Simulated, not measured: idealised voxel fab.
Process module heading - voxel wiring stack
Square cells of 5 nm make up the cross-section cut, whose width is 195 nm.
Square cells in a grid make up a cross-section in this document, and the grid is given as bands, listed from the top down, each one or more rows of cells.
Basically the band line says how high the top is and how high the bottom is, in nm, and then what's in it from left to right, every material with its width in nm. Empty space shows up as "blank", and if a single material carries "edge to edge" it runs the full band edge to edge.
It should be noted that heights are counted from 0, beneath which the wafer as supplied is of one material throughout, and that the lowest band possesses no lower boundary but continues downward, as written in "top 0, no bottom".
Width: "30->40" (first number = top row, second number = bottom row, same change from row to row of cells).
"no modifications" -> step changed no cross-section cell.
So "Fully sealed cavities" is basically the list of trapped voids: any empty space of 8 cells or more that can't reach the top through an opening. They're written width x height at distance, the distance being from the left edge, and it's all nm.
What comes after the settings on a step's line is commentary from the simulator itself on that step.
For masked steps, "overlay nm" on the step line gives how far right of plan the mask actually lay; a minus sign means it lay to the left.
Process steps (planned)
step 1: RECEIVE: material Si
step 2: CONFORMAL_DEP: material SiO2, thk nm 15
step 3: DIRECTIONAL_DEP: material TiN, thk nm 5
step 4: DIRECTIONAL_DEP: material W, thk nm 20
step 5: MASKED_ETCH: tone cover, mask id METAL_1, width nm 25, pitch nm 55, etch materials W, depth nm 20, overlay nm 0
step 6: MASKED_ETCH: tone cover, mask id METAL_1, width nm 25, pitch nm 55, etch materials TiN, depth nm 5, overlay nm 0
step 7: CONFORMAL_DEP: material SiN, thk nm 5
step 8: FILL_DEP: material lowk, thk nm 5
step 9: CMP: height nm 40
step 10: CONFORMAL_DEP: material SiCN, thk nm 5
step 11: DIRECTIONAL_DEP: material SiO2, thk nm 15
step 12: DIRECTIONAL_DEP: material aC, thk nm 10
step 13: PATTERN: tone open, mask id PLUG_1, material resist, width nm 15, thk nm 25, overlay nm 0
step 14: DIRECTIONAL_ETCH: etch materials aC, depth nm 10
step 15: STRIP: etch materials resist
step 16: DIRECTIONAL_ETCH: etch materials SiO2, depth nm 15
step 17: DIRECTIONAL_ETCH: etch materials SiCN, depth nm 5
step 18: STRIP: etch materials aC
step 19: EPI: material Ru, thk nm 10
step 20: EPI: material Ru, thk nm 10
step 21: CONFORMAL_DEP: material SiN, thk nm 5
step 22: DIRECTIONAL_DEP: material SiO2, thk nm 25
step 23: PATTERN: tone open, mask id METAL_2, material resist, width nm 25, pitch nm 55, thk nm 15, overlay nm 0
step 24: DIRECTIONAL_ETCH: etch materials SiO2, depth nm 25
step 25: DIRECTIONAL_ETCH: etch materials SiN, depth nm 5
step 26: STRIP: etch materials resist
step 27: CONFORMAL_DEP: material TiN, thk nm 5
step 28: FILL_DEP: material W, thk nm 10
step 29: CMP: height nm 90
step 30: CONFORMAL_DEP: material SiN, thk nm 5
Wafer, first of two, run as planned
Cross-sectional view of the wafer in its as-received condition, corresponding to the state after step 1
- top 0, no bottom: Si edge to edge
- Fully sealed cavities: none
Upon completion of step 2, the wafer appears in cross-section as shown
- top 15, bottom 0: SiO2 edge to edge
- Everything below 0 is unchanged.
Upon completion of step 3, the wafer appears in cross-section as shown
- top 20, bottom 15: TiN edge to edge
- Everything below 15 is unchanged.
Upon completion of step 4, the wafer appears in cross-section as shown
- top 40, bottom 20: W edge to edge
- Everything below 20 is unchanged.
Upon completion of step 5, the wafer appears in cross-section as shown
- top 40, bottom 20: blank (55)  W (25)  blank (30)  W (25)  blank (60)
- Everything below 20 is unchanged.
Upon completion of step 6, the wafer appears in cross-section as shown
- top 40, bottom 20: blank (55)  W (25)  blank (30)  W (25)  blank (60)
- top 20, bottom 15: blank (55)  TiN (25)  blank (30)  TiN (25)  blank (60)
- Everything below 15 is unchanged.
Upon completion of step 7, the wafer appears in cross-section as shown
- top 45, bottom 40: blank (50)  SiN (35)  blank (20)  SiN (35)  blank (55)
- top 40, bottom 20: blank (50)  SiN (5)  W (25)  SiN (5)  blank (20)  SiN (5)  W (25)  SiN (5)  blank (55)
- top 20, bottom 15: SiN (55)  TiN (25)  SiN (30)  TiN (25)  SiN (60)
- Everything below 15 is unchanged.
Upon completion of step 8, the wafer appears in cross-section as shown
- top 50, bottom 45: lowk edge to edge
- top 45, bottom 40: lowk (50)  SiN (35)  lowk (20)  SiN (35)  lowk (55)
- top 40, bottom 20: lowk (50)  SiN (5)  W (25)  SiN (5)  lowk (20)  SiN (5)  W (25)  SiN (5)  lowk (55)
- Everything below 20 is unchanged.
Upon completion of step 9, the wafer appears in cross-section as shown
- top 40, bottom 20: lowk (50)  SiN (5)  W (25)  SiN (5)  lowk (20)  SiN (5)  W (25)  SiN (5)  lowk (55)
- Everything below 20 is unchanged.
Upon completion of step 10, the wafer appears in cross-section as shown
- top 45, bottom 40: SiCN edge to edge
- Everything below 40 is unchanged.
Upon completion of step 11, the wafer appears in cross-section as shown
- top 60, bottom 45: SiO2 edge to edge
- Everything below 45 is unchanged.
Upon completion of step 12, the wafer appears in cross-section as shown
- top 70, bottom 60: aC edge to edge
- Everything below 60 is unchanged.
Upon completion of step 13, the wafer appears in cross-section as shown
- top 95, bottom 70: resist (55)  blank (15)  resist (125)
- Everything below 70 is unchanged.
Upon completion of step 14, the wafer appears in cross-section as shown
- top 85, bottom 70: resist (55)  blank (15)  resist (125)
- top 70, bottom 60: aC (55)  blank (15)  aC (125)
- Everything below 60 is unchanged.
Upon completion of step 15, the wafer appears in cross-section as shown
- top 70, bottom 60: aC (55)  blank (15)  aC (125)
- Everything below 60 is unchanged.
Upon completion of step 16, the wafer appears in cross-section as shown
- top 70, bottom 60: aC (55)  blank (15)  aC (125)
- top 60, bottom 45: SiO2 (55)  blank (15)  SiO2 (125)
- Everything below 45 is unchanged.
Upon completion of step 17, the wafer appears in cross-section as shown
- top 70, bottom 60: aC (55)  blank (15)  aC (125)
- top 60, bottom 45: SiO2 (55)  blank (15)  SiO2 (125)
- top 45, bottom 40: SiCN (55)  blank (15)  SiCN (125)
- Everything below 40 is unchanged.
Upon completion of step 18, the wafer appears in cross-section as shown
- top 60, bottom 45: SiO2 (55)  blank (15)  SiO2 (125)
- Everything below 45 is unchanged.
Upon completion of step 19, the wafer appears in cross-section as shown
- top 60, bottom 50: SiO2 (55)  blank (15)  SiO2 (125)
- top 50, bottom 45: SiO2 (55)  Ru (15)  SiO2 (125)
- top 45, bottom 40: SiCN (55)  Ru (15)  SiCN (125)
- Everything below 40 is unchanged.
Upon completion of step 20, the wafer appears in cross-section as shown
- top 60, bottom 45: SiO2 (55)  Ru (15)  SiO2 (125)
- Everything below 45 is unchanged.
Upon completion of step 21, the wafer appears in cross-section as shown
- top 65, bottom 60: SiN edge to edge
- Everything below 60 is unchanged.
Upon completion of step 22, the wafer appears in cross-section as shown
- top 90, bottom 65: SiO2 edge to edge
- Everything below 65 is unchanged.
Upon completion of step 23, the wafer appears in cross-section as shown
- top 105, bottom 90: resist (55)  blank (25)  resist (30)  blank (25)  resist (60)
- Everything below 90 is unchanged.
Upon completion of step 24, the wafer appears in cross-section as shown
- top 105, bottom 90: resist (55)  blank (25)  resist (30)  blank (25)  resist (60)
- top 90, bottom 65: SiO2 (55)  blank (25)  SiO2 (30)  blank (25)  SiO2 (60)
- Everything below 65 is unchanged.
Upon completion of step 25, the wafer appears in cross-section as shown
- top 105, bottom 90: resist (55)  blank (25)  resist (30)  blank (25)  resist (60)
- top 90, bottom 65: SiO2 (55)  blank (25)  SiO2 (30)  blank (25)  SiO2 (60)
- top 65, bottom 60: SiN (55)  blank (25)  SiN (30)  blank (25)  SiN (60)
- Everything below 60 is unchanged.
Upon completion of step 26, the wafer appears in cross-section as shown
- top 90, bottom 65: SiO2 (55)  blank (25)  SiO2 (30)  blank (25)  SiO2 (60)
- Everything below 65 is unchanged.
Upon completion of step 27, the wafer appears in cross-section as shown
- top 95, bottom 90: TiN (60)  blank (15)  TiN (40)  blank (15)  TiN (65)
- top 90, bottom 65: SiO2 (55)  TiN (5)  blank (15)  TiN (5)  SiO2 (30)  TiN (5)  blank (15)  TiN (5)  SiO2 (60)
- top 65, bottom 60: SiN (55)  TiN (25)  SiN (30)  TiN (25)  SiN (60)
- Everything below 60 is unchanged.
Upon completion of step 28, the wafer appears in cross-section as shown
- top 105, bottom 95: W edge to edge
- top 95, bottom 90: TiN (60)  W (15)  TiN (40)  W (15)  TiN (65)
- top 90, bottom 65: SiO2 (55)  TiN (5)  W (15)  TiN (5)  SiO2 (30)  TiN (5)  W (15)  TiN (5)  SiO2 (60)
- Everything below 65 is unchanged.
Upon completion of step 29, the wafer appears in cross-section as shown
- top 90, bottom 65: SiO2 (55)  TiN (5)  W (15)  TiN (5)  SiO2 (30)  TiN (5)  W (15)  TiN (5)  SiO2 (60)
- Everything below 65 is unchanged.
Upon completion of step 30, the wafer appears in cross-section as shown
- top 95, bottom 90: SiN edge to edge
- Everything below 90 is unchanged.
The second wafer began exactly as the first did and followed the same plan, but one mistake was made while running it; through step 18 inclusive, the two wafers are identical
The second wafer cut through, at the time step 20 was supposed to be finished
- top 70, bottom 60: blank (45)  Ru (35)  blank (115)
- top 60, bottom 45: SiO2 (55)  Ru (15)  SiO2 (125)
- top 45, bottom 40: SiCN (55)  Ru (15)  SiCN (125)
- Everything below 40 is unchanged.
The second wafer cut through, at the time step 21 was supposed to be finished
- top 75, bottom 70: blank (40)  SiN (45)  blank (110)
- top 70, bottom 65: blank (40)  SiN (5)  Ru (35)  SiN (5)  blank (110)
- top 65, bottom 60: SiN (45)  Ru (35)  SiN (115)
- Everything below 60 is unchanged.
The second wafer cut through, at the time step 22 was supposed to be finished
- top 100, bottom 90: blank (40)  SiO2 (45)  blank (110)
- top 90, bottom 75: SiO2 edge to edge
- top 75, bottom 70: SiO2 (40)  SiN (45)  SiO2 (110)
- top 70, bottom 65: SiO2 (40)  SiN (5)  Ru (35)  SiN (5)  SiO2 (110)
- Everything below 65 is unchanged.
The second wafer cut through, at the time step 23 was supposed to be finished
- top 115, bottom 100: resist (55)  blank (25)  resist (30)  blank (25)  resist (60)
- top 100, bottom 90: resist (40)  SiO2 (45)  resist (25)  blank (25)  resist (60)
- Everything below 90 is unchanged.
The second wafer cut through, at the time step 24 was supposed to be finished
- top 115, bottom 100: resist (55)  blank (25)  resist (30)  blank (25)  resist (60)
- top 100, bottom 90: resist (40)  SiO2 (15)  blank (25)  SiO2 (5)  resist (25)  blank (25)  resist (60)
- top 90, bottom 75: SiO2 (55)  blank (25)  SiO2 (30)  blank (25)  SiO2 (60)
- top 75, bottom 70: SiO2 (40)  SiN (45)  SiO2 (25)  blank (25)  SiO2 (60)
- top 70, bottom 65: SiO2 (40)  SiN (5)  Ru (35)  SiN (5)  SiO2 (25)  blank (25)  SiO2 (60)
- Everything below 65 is unchanged.
The second wafer cut through, at the time step 25 was supposed to be finished
- top 115, bottom 100: resist (55)  blank (25)  resist (30)  blank (25)  resist (60)
- top 100, bottom 90: resist (40)  SiO2 (15)  blank (25)  SiO2 (5)  resist (25)  blank (25)  resist (60)
- top 90, bottom 75: SiO2 (55)  blank (25)  SiO2 (30)  blank (25)  SiO2 (60)
- top 75, bottom 70: SiO2 (40)  SiN (15)  blank (25)  SiN (5)  SiO2 (25)  blank (25)  SiO2 (60)
- top 70, bottom 65: SiO2 (40)  SiN (5)  Ru (35)  SiN (5)  SiO2 (25)  blank (25)  SiO2 (60)
- top 65, bottom 60: SiN (45)  Ru (35)  SiN (30)  blank (25)  SiN (60)
- Everything below 60 is unchanged.
The second wafer cut through, at the time step 26 was supposed to be finished
- top 100, bottom 90: blank (40)  SiO2 (15)  blank (25)  SiO2 (5)  blank (110)
- Everything below 90 is unchanged.
The second wafer cut through, at the time step 27 was supposed to be finished
- top 105, bottom 100: blank (35)  TiN (25)  blank (15)  TiN (15)  blank (105)
- top 100, bottom 95: blank (35)  TiN (5)  SiO2 (15)  TiN (5)  blank (15)  TiN (5)  SiO2 (5)  TiN (5)  blank (105)
- top 95, bottom 90: TiN (40)  SiO2 (15)  TiN (5)  blank (15)  TiN (5)  SiO2 (5)  TiN (30)  blank (15)  TiN (65)
- top 90, bottom 75: SiO2 (55)  TiN (5)  blank (15)  TiN (5)  SiO2 (30)  TiN (5)  blank (15)  TiN (5)  SiO2 (60)
- top 75, bottom 70: SiO2 (40)  SiN (15)  TiN (25)  SiN (5)  SiO2 (25)  TiN (5)  blank (15)  TiN (5)  SiO2 (60)
- top 70, bottom 65: SiO2 (40)  SiN (5)  Ru (35)  SiN (5)  SiO2 (25)  TiN (5)  blank (15)  TiN (5)  SiO2 (60)
- top 65, bottom 60: SiN (45)  Ru (35)  SiN (30)  TiN (25)  SiN (60)
- Everything below 60 is unchanged.
The second wafer cut through, at the time step 28 was supposed to be finished
- top 115, bottom 105: W edge to edge
- top 105, bottom 100: W (35)  TiN (25)  W (15)  TiN (15)  W (105)
- top 100, bottom 95: W (35)  TiN (5)  SiO2 (15)  TiN (5)  W (15)  TiN (5)  SiO2 (5)  TiN (5)  W (105)
- top 95, bottom 90: TiN (40)  SiO2 (15)  TiN (5)  W (15)  TiN (5)  SiO2 (5)  TiN (30)  W (15)  TiN (65)
- top 90, bottom 75: SiO2 (55)  TiN (5)  W (15)  TiN (5)  SiO2 (30)  TiN (5)  W (15)  TiN (5)  SiO2 (60)
- top 75, bottom 70: SiO2 (40)  SiN (15)  TiN (25)  SiN (5)  SiO2 (25)  TiN (5)  W (15)  TiN (5)  SiO2 (60)
- top 70, bottom 65: SiO2 (40)  SiN (5)  Ru (35)  SiN (5)  SiO2 (25)  TiN (5)  W (15)  TiN (5)  SiO2 (60)
- Everything below 65 is unchanged.
The second wafer cut through, at the time step 29 was supposed to be finished
- top 90, bottom 75: SiO2 (55)  TiN (5)  W (15)  TiN (5)  SiO2 (30)  TiN (5)  W (15)  TiN (5)  SiO2 (60)
- Everything below 75 is unchanged.
The second wafer cut through, at the time step 30 was supposed to be finished
- top 95, bottom 90: SiN edge to edge
- Everything below 90 is unchanged.
Heads up, the wafer didn't run the way we planned it: a duplicate execution occurred for one of the equivalent steps 19 and 20, which one being indeterminable
At the finish, the second wafer shows more or fewer cells for some materials than the first does: +14 Ru, +4 SiN, -8 SiO2, -4 TiN, -6 W
